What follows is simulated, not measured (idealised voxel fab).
Process module name: voxel tone inversion
The cross-section shown here is cut; it is 210 nm wide and divided into square cells measuring 5 nm on a side.
Bands, listed from the top down, are how a cross-section gets written in this document; the cross-section itself is a grid of square cells, and a band is one or more rows of them. First you get the band's top height and its bottom height, in nm, and then the materials it's made of, left to right, with each width in nm. If you see a single material with "full width", that one covers the band edge to edge. "air" is empty space. Measure heights from 0. That's the level where, below it, the as-received wafer is all one material. The lowest band is bottomless and extends downward; write it as in "z 0 and below". With a width like "30->40", each row of cells in the band differs from the next by the same amount, the top row carrying the first number and the bottom row the second. You'll sometimes find "stayed the same" written for a step, and that's the way of saying that nowhere in the cross-section did a cell change during that step. "Closed void entries": sealed empty spaces, 8 cells or more, no open way to top, listed width x height at distance, with distance from the left edge and width, height and distance in nm. Whatever follows a step's settings on its line is a remark the simulator itself makes about that step. overlay nm: step with mask; distance mask lay right of planned place; negative value = left of planned place.
**The following list gives the planned process steps**
1. RECEIVE (material Si)
2. CONFORMAL_DEP (material SiCN; thk nm 5)
3. DIRECTIONAL_DEP (material aC; thk nm 25)
4. PATTERN (tone cover; mask id POSTS; material resist; width nm 15; pitch nm 40; thk nm 30; overlay nm 0)
5. DIRECTIONAL_ETCH (etch materials aC; depth nm 25)
6. STRIP (etch materials resist)
7. FILL_DEP (material lowk; thk nm 5)
8. CMP (height nm 30)
9. STRIP (etch materials aC)
10. CONFORMAL_DEP (material TiN; thk nm 5)
11. FILL_DEP (material Ru; thk nm 10)
12. CMP (height nm 30)
13. CONFORMAL_DEP (material SiCN; thk nm 5)
Wafers differ in width nm at step 4; plan lists the first wafer's value; identical starting state.
**Here's the first of the wafers in cross-section, just as we got it, i.e. after step 1**
> z 0 and below = Si full width
> Closed void entries: none
**Depicted here is the first of several wafers in cross-section, at module completion following the last step, step 13**
> z 35 to 30 = SiCN full width
> z 30 to 10 = lowk=75, TiN=5, Ru=5, TiN=5, lowk=25, TiN=5, Ru=5, TiN=5, lowk=80
> z 10 to 5 = lowk=75, TiN=15, lowk=25, TiN=15, lowk=80
> z 5 to 0 = SiCN full width
> z 0 and below = Si full width
> Closed void entries: none
**Here we cross-sectioned the last of the wafers once the module was done**
> z 35 to 30 = SiCN full width
> z 30 to 10 = lowk=70, TiN=5, Ru=15, TiN=5, lowk=15, TiN=5, Ru=15, TiN=5, lowk=75
> z 10 to 5 = lowk=70, TiN=25, lowk=15, TiN=25, lowk=75
> z 5 to 0 = SiCN full width
> z 0 and below = Si full width
> Closed void entries: none
**Here is how to read the rows: every wafer has a row, and it shows the wafer at the end of the module, giving for each material how many cells were gained (+) or lost (-) since the wafer was received, then listing its closed voids**
width nm 15; +8 Ru; +84 SiCN; +22 TiN; +180 lowk; Closed void entries: none
width nm 20; +16 Ru; +84 SiCN; +24 TiN; +170 lowk; Closed void entries: none
width nm 25; +24 Ru; +84 SiCN; +26 TiN; +160 lowk; Closed void entries: none
